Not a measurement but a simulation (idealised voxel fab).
Process module in this document: voxel self aligned contacts
Displayed cross-section: cut, width of 170 nm, square cells sized 5 nm.
Cross-section layout: square cells on a grid; listed as bands, top to bottom; a band spans one or more cell rows. Quick guide to a band line: top height, bottom height (nm) up front; then every material left to right with its width in nm. Only one material and it's marked "all across"? Then it fills the band edge to edge. And "blank" just means empty space. Height 0 is the level under which the wafer as received is all one material. The lowest band goes on downwards, as in "0..down". A two-number width, for instance "30 to 40", indicates that the width is equal to the first number in the top row of the band and to the second number in the bottom row, and that it changes by a constant amount per row of cells. The cross-section has no changed cell in any step marked "no modification". "Sealed internal cavities" - sealed voids, min. 8 cells, no opening to top; format: width x height at distance (distance from left edge; nm throughout). What comes after the settings on a step's line is commentary from the simulator itself on that step. "overlay nm" answers the question of how far to the right of plan the mask lay on a step that has a mask, and when it is negative the answer is to the left. Pairs from here to the end. Each: cross-section before one process step, cross-section after it, the latter only as far down as the lowest band that changed. Under each: the step between, and its settings. Mind that the pairs may be taken from different runs of this module on the same starting wafer; whether a pair continues from the pair above depends on its entry headed "Pre-process state", and it does only where that entry says so.

-- Pre-process state
- 65..55 | SiO2 all across
- 55..35 | SiO2=40; SiN=30; SiO2=30; SiN=30; SiO2=40
- 35..5 | SiO2=40; SiN=5; polySi=20; SiN=5; SiO2=30; SiN=5; polySi=20; SiN=5; SiO2=40
- 5..0 | SiO2 all across
- 0..down | Si all across
- Sealed internal cavities: none

-- Resulting Cross-Section
- 60..55 | SiO2 all across
- Rest of section, below 55: as before.
- Sealed internal cavities: none
Transition step, before and after shown above: CMP (height nm 60)

Pre-process state: The cross-section prior to this step is the one presented after the step of the pair immediately above.

-- Resulting Cross-Section
- 75..60 | resist=65; blank=40; resist=65
- Rest of section, below 60: as before.
- Sealed internal cavities: none
Transition step, before and after shown above: PATTERN (tone open; mask id CONTACT; material resist; width nm 40; thk nm 15; overlay nm 0)

Pre-process state: The cross-section prior to this step is the one presented after the step of the pair immediately above.

-- Resulting Cross-Section
- 75..60 | resist=65; blank=40; resist=65
- 60..55 | SiO2=65; blank=40; SiO2=65
- 55..35 | SiO2=40; SiN=30; blank=30; SiN=30; SiO2=40
- 35..5 | SiO2=40; SiN=5; polySi=20; SiN=5; blank=30; SiN=5; polySi=20; SiN=5; SiO2=40
- 5..0 | SiO2=70; blank=30; SiO2=70
- Rest of section, below 0: as before.
- Sealed internal cavities: none
Transition step, before and after shown above: DIRECTIONAL_ETCH (etch materials SiO2; depth nm 60)

Pre-process state: The cross-section prior to this step is the one presented after the step of the pair immediately above.

-- Resulting Cross-Section
- 60..55 | SiO2=65; blank=40; SiO2=65
- Rest of section, below 55: as before.
- Sealed internal cavities: none
Transition step, before and after shown above: STRIP (etch materials resist)

Pre-process state: The cross-section prior to this step is the one presented after the step of the pair immediately above.

-- Resulting Cross-Section
- 65..60 | TiN=70; blank=30; TiN=70
- 60..55 | SiO2=65; TiN=10; blank=20; TiN=10; SiO2=65
- 55..35 | SiO2=40; SiN=30; TiN=5; blank=20; TiN=5; SiN=30; SiO2=40
- 35..5 | SiO2=40; SiN=5; polySi=20; SiN=5; TiN=5; blank=20; TiN=5; SiN=5; polySi=20; SiN=5; SiO2=40
- 5..0 | SiO2=70; TiN=30; SiO2=70
- Rest of section, below 0: as before.
- Sealed internal cavities: none
Transition step, before and after shown above: CONFORMAL_DEP (material TiN; thk nm 5)

Pre-process state: The cross-section prior to this step is the one presented after the step of the pair immediately above.

-- Resulting Cross-Section
- 70..65 | W all across
- 65..60 | TiN=70; W=30; TiN=70
- 60..55 | SiO2=65; TiN=10; W=20; TiN=10; SiO2=65
- 55..35 | SiO2=40; SiN=30; TiN=5; W=20; TiN=5; SiN=30; SiO2=40
- 35..5 | SiO2=40; SiN=5; polySi=20; SiN=5; TiN=5; W=20; TiN=5; SiN=5; polySi=20; SiN=5; SiO2=40
- Rest of section, below 5: as before.
- Sealed internal cavities: none
Transition step, before and after shown above: FILL_DEP (material W; thk nm 5)

Pre-process state: The cross-section prior to this step is the one presented after the step of the pair immediately above.

-- Resulting Cross-Section
- 60..55 | SiO2=65; TiN=10; W=20; TiN=10; SiO2=65
- Rest of section, below 55: as before.
- Sealed internal cavities: none
Transition step, before and after shown above: CMP (height nm 60)

Pre-process state: The cross-section prior to this step is the one presented after the step of the pair immediately above.

-- Resulting Cross-Section
- 65..60 | SiN all across
- Rest of section, below 60: as before.
- Sealed internal cavities: none
Transition step, before and after shown above: CONFORMAL_DEP (material SiN; thk nm 5)

-- Pre-process state
- 60..55 | SiO2 all across
- 55..35 | SiO2=35; SiN=40; SiO2=20; SiN=40; SiO2=35
- 35..5 | SiO2=35; SiN=5; polySi=30; SiN=5; SiO2=20; SiN=5; polySi=30; SiN=5; SiO2=35
- 5..0 | SiO2 all across
- 0..down | Si all across
- Sealed internal cavities: none

-- Resulting Cross-Section
- 75..60 | resist=70; blank=40; resist=60
- Rest of section, below 60: as before.
- Sealed internal cavities: none
Transition step, before and after shown above: PATTERN (tone open; mask id CONTACT; material resist; width nm 40; thk nm 15; overlay nm 5)

Pre-process state: The cross-section prior to this step is the one presented after the step of the pair immediately above.

-- Resulting Cross-Section
- 75..60 | resist=70; blank=40; resist=60
- 60..55 | SiO2=70; blank=40; SiO2=60
- 55..35 | SiO2=35; SiN=40; blank=20; SiN=40; SiO2=35
- 35..5 | SiO2=35; SiN=5; polySi=30; SiN=5; blank=20; SiN=5; polySi=30; SiN=5; SiO2=35
- 5..0 | SiO2=75; blank=20; SiO2=75
- Rest of section, below 0: as before.
- Sealed internal cavities: none
Transition step, before and after shown above: DIRECTIONAL_ETCH (etch materials SiO2; depth nm 60)

Pre-process state: The cross-section prior to this step is the one presented after the step of the pair immediately above.

-- Resulting Cross-Section
- 60..55 | SiO2=70; blank=40; SiO2=60
- Rest of section, below 55: as before.
- Sealed internal cavities: none
Transition step, before and after shown above: STRIP (etch materials resist)

Pre-process state: The cross-section prior to this step is the one presented after the step of the pair immediately above.

-- Resulting Cross-Section
- 65..60 | TiN=75; blank=30; TiN=65
- 60..55 | SiO2=70; TiN=10; blank=10; TiN=20; SiO2=60
- 55..35 | SiO2=35; SiN=40; TiN=5; blank=10; TiN=5; SiN=40; SiO2=35
- 35..5 | SiO2=35; SiN=5; polySi=30; SiN=5; TiN=5; blank=10; TiN=5; SiN=5; polySi=30; SiN=5; SiO2=35
- 5..0 | SiO2=75; TiN=20; SiO2=75
- Rest of section, below 0: as before.
- Sealed internal cavities: none
Transition step, before and after shown above: CONFORMAL_DEP (material TiN; thk nm 5)

Pre-process state: The cross-section prior to this step is the one presented after the step of the pair immediately above.

-- Resulting Cross-Section
- 70..65 | W all across
- 65..60 | TiN=75; W=30; TiN=65
- 60..55 | SiO2=70; TiN=10; W=10; TiN=20; SiO2=60
- 55..35 | SiO2=35; SiN=40; TiN=5; W=10; TiN=5; SiN=40; SiO2=35
- 35..5 | SiO2=35; SiN=5; polySi=30; SiN=5; TiN=5; W=10; TiN=5; SiN=5; polySi=30; SiN=5; SiO2=35
- Rest of section, below 5: as before.
- Sealed internal cavities: none
Transition step, before and after shown above: FILL_DEP (material W; thk nm 5)

Pre-process state: The cross-section prior to this step is the one presented after the step of the pair immediately above.

-- Resulting Cross-Section
- 60..55 | SiO2=70; TiN=10; W=10; TiN=20; SiO2=60
- Rest of section, below 55: as before.
- Sealed internal cavities: none
Transition step, before and after shown above: CMP (height nm 60)

Pre-process state: The cross-section prior to this step is the one presented after the step of the pair immediately above.

-- Resulting Cross-Section
- 65..60 | SiN all across
- Rest of section, below 60: as before.
- Sealed internal cavities: none
Transition step, before and after shown above: CONFORMAL_DEP (material SiN; thk nm 5)

-- Pre-process state
- 55..35 | blank=40; SiN=30; blank=30; SiN=30; blank=40
- 35..5 | blank=40; polySi=30; blank=30; polySi=30; blank=40
- 5..0 | SiO2 all across
- 0..down | Si all across
- Sealed internal cavities: none

-- Resulting Cross-Section
- 60..55 | blank=35; SiO2=40; blank=20; SiO2=40; blank=35
- 55..35 | blank=35; SiO2=5; SiN=30; SiO2=5; blank=20; SiO2=5; SiN=30; SiO2=5; blank=35
- 35..10 | blank=35; SiO2=5; polySi=30; SiO2=5; blank=20; SiO2=5; polySi=30; SiO2=5; blank=35
- 10..5 | SiO2=40; polySi=30; SiO2=30; polySi=30; SiO2=40
- Rest of section, below 5: as before.
- Sealed internal cavities: none
Transition step, before and after shown above: CONFORMAL_DEP (material SiO2; thk nm 5)

Pre-process state: The cross-section prior to this step is the one presented after the step of the pair immediately above.

-- Resulting Cross-Section
- 70..55 | SiO2 all across
- 55..35 | SiO2=40; SiN=30; SiO2=30; SiN=30; SiO2=40
- 35..5 | SiO2=40; polySi=30; SiO2=30; polySi=30; SiO2=40
- Rest of section, below 5: as before.
- Sealed internal cavities: none
Transition step, before and after shown above: FILL_DEP (material SiO2; thk nm 10)

Pre-process state: The cross-section prior to this step is the one presented after the step of the pair immediately above.

-- Resulting Cross-Section
- 60..55 | SiO2 all across
- Rest of section, below 55: as before.
- Sealed internal cavities: none
Transition step, before and after shown above: CMP (height nm 60)

Pre-process state: The cross-section prior to this step is the one presented after the step of the pair immediately above.

-- Resulting Cross-Section
- 75..60 | resist=65; blank=40; resist=65
- Rest of section, below 60: as before.
- Sealed internal cavities: none
Transition step, before and after shown above: PATTERN (tone open; mask id CONTACT; material resist; width nm 40; thk nm 15; overlay nm 0)

Pre-process state: The cross-section prior to this step is the one presented after the step of the pair immediately above.

-- Resulting Cross-Section
- 75..60 | resist=65; blank=40; resist=65
- 60..55 | SiO2=65; blank=40; SiO2=65
- 55..35 | SiO2=40; SiN=30; blank=30; SiN=30; SiO2=40
- 35..5 | SiO2=40; polySi=30; blank=30; polySi=30; SiO2=40
- 5..0 | SiO2=70; blank=30; SiO2=70
- Rest of section, below 0: as before.
- Sealed internal cavities: none
Transition step, before and after shown above: DIRECTIONAL_ETCH (etch materials SiO2; depth nm 60)

Pre-process state: The cross-section prior to this step is the one presented after the step of the pair immediately above.

-- Resulting Cross-Section
- 60..55 | SiO2=65; blank=40; SiO2=65
- Rest of section, below 55: as before.
- Sealed internal cavities: none
Transition step, before and after shown above: STRIP (etch materials resist)

Pre-process state: The cross-section prior to this step is the one presented after the step of the pair immediately above.

-- Resulting Cross-Section
- 65..60 | TiN=70; blank=30; TiN=70
- 60..55 | SiO2=65; TiN=10; blank=20; TiN=10; SiO2=65
- 55..35 | SiO2=40; SiN=30; TiN=5; blank=20; TiN=5; SiN=30; SiO2=40
- 35..5 | SiO2=40; polySi=30; TiN=5; blank=20; TiN=5; polySi=30; SiO2=40
- 5..0 | SiO2=70; TiN=30; SiO2=70
- Rest of section, below 0: as before.
- Sealed internal cavities: none
Transition step, before and after shown above: CONFORMAL_DEP (material TiN; thk nm 5)

Pre-process state: The cross-section prior to this step is the one presented after the step of the pair immediately above.

-- Resulting Cross-Section
- 70..65 | W all across
- 65..60 | TiN=70; W=30; TiN=70
- 60..55 | SiO2=65; TiN=10; W=20; TiN=10; SiO2=65
- 55..35 | SiO2=40; SiN=30; TiN=5; W=20; TiN=5; SiN=30; SiO2=40
- 35..5 | SiO2=40; polySi=30; TiN=5; W=20; TiN=5; polySi=30; SiO2=40
- Rest of section, below 5: as before.
- Sealed internal cavities: none
Transition step, before and after shown above: FILL_DEP (material W; thk nm 5)

Pre-process state: The cross-section prior to this step is the one presented after the step of the pair immediately above.

-- Resulting Cross-Section
- 60..55 | SiO2=65; TiN=10; W=20; TiN=10; SiO2=65
- Rest of section, below 55: as before.
- Sealed internal cavities: none
Transition step, before and after shown above: CMP (height nm 60)

Pre-process state: The cross-section prior to this step is the one presented after the step of the pair immediately above.

-- Resulting Cross-Section
- 65..60 | SiN all across
- Rest of section, below 60: as before.
- Sealed internal cavities: none
Transition step, before and after shown above: CONFORMAL_DEP (material SiN; thk nm 5)

-- Pre-process state
- 60..55 | SiO2 all across
- 55..35 | SiO2=35; SiN=40; SiO2=20; SiN=40; SiO2=35
- 35..5 | SiO2=35; SiN=5; polySi=30; SiN=5; SiO2=20; SiN=5; polySi=30; SiN=5; SiO2=35
- 5..0 | SiO2 all across
- 0..down | Si all across
- Sealed internal cavities: none

-- Resulting Cross-Section
- 75..60 | blank=65; resist=40; blank=65
- Rest of section, below 60: as before.
- Sealed internal cavities: none
Transition step, before and after shown above: PATTERN (tone cover; mask id CONTACT; material resist; width nm 40; thk nm 15; overlay nm 0)

Pre-process state: The cross-section prior to this step is the one presented after the step of the pair immediately above.

-- Resulting Cross-Section
- 75..60 | blank=65; resist=40; blank=65
- 60..55 | blank=65; SiO2=40; blank=65
- 55..35 | blank=35; SiN=40; SiO2=20; SiN=40; blank=35
- 35..5 | blank=35; SiN=5; polySi=30; SiN=5; SiO2=20; SiN=5; polySi=30; SiN=5; blank=35
- 5..0 | blank=35; SiO2=100; blank=35
- Rest of section, below 0: as before.
- Sealed internal cavities: none
Transition step, before and after shown above: DIRECTIONAL_ETCH (etch materials SiO2; depth nm 60)

Pre-process state: The cross-section prior to this step is the one presented after the step of the pair immediately above.

-- Resulting Cross-Section
- 60..55 | blank=65; SiO2=40; blank=65
- Rest of section, below 55: as before.
- Sealed internal cavities: none
Transition step, before and after shown above: STRIP (etch materials resist)

Pre-process state: The cross-section prior to this step is the one presented after the step of the pair immediately above.

-- Resulting Cross-Section
- 65..60 | blank=60; TiN=50; blank=60
- 60..55 | blank=30; TiN=35; SiO2=40; TiN=35; blank=30
- 55..35 | blank=30; TiN=5; SiN=40; SiO2=20; SiN=40; TiN=5; blank=30
- 35..5 | blank=30; TiN=5; SiN=5; polySi=30; SiN=5; SiO2=20; SiN=5; polySi=30; SiN=5; TiN=5; blank=30
- 5..0 | TiN=35; SiO2=100; TiN=35
- Rest of section, below 0: as before.
- Sealed internal cavities: none
Transition step, before and after shown above: CONFORMAL_DEP (material TiN; thk nm 5)

Pre-process state: The cross-section prior to this step is the one presented after the step of the pair immediately above.

-- Resulting Cross-Section
- 70..65 | W all across
- 65..60 | W=60; TiN=50; W=60
- 60..55 | W=30; TiN=35; SiO2=40; TiN=35; W=30
- 55..35 | W=30; TiN=5; SiN=40; SiO2=20; SiN=40; TiN=5; W=30
- 35..5 | W=30; TiN=5; SiN=5; polySi=30; SiN=5; SiO2=20; SiN=5; polySi=30; SiN=5; TiN=5; W=30
- Rest of section, below 5: as before.
- Sealed internal cavities: none
Transition step, before and after shown above: FILL_DEP (material W; thk nm 5)

Pre-process state: The cross-section prior to this step is the one presented after the step of the pair immediately above.

-- Resulting Cross-Section
- 60..55 | W=30; TiN=35; SiO2=40; TiN=35; W=30
- Rest of section, below 55: as before.
- Sealed internal cavities: none
Transition step, before and after shown above: CMP (height nm 60)

Pre-process state: The cross-section prior to this step is the one presented after the step of the pair immediately above.

-- Resulting Cross-Section
- 65..60 | SiN all across
- Rest of section, below 60: as before.
- Sealed internal cavities: none
Transition step, before and after shown above: CONFORMAL_DEP (material SiN; thk nm 5)
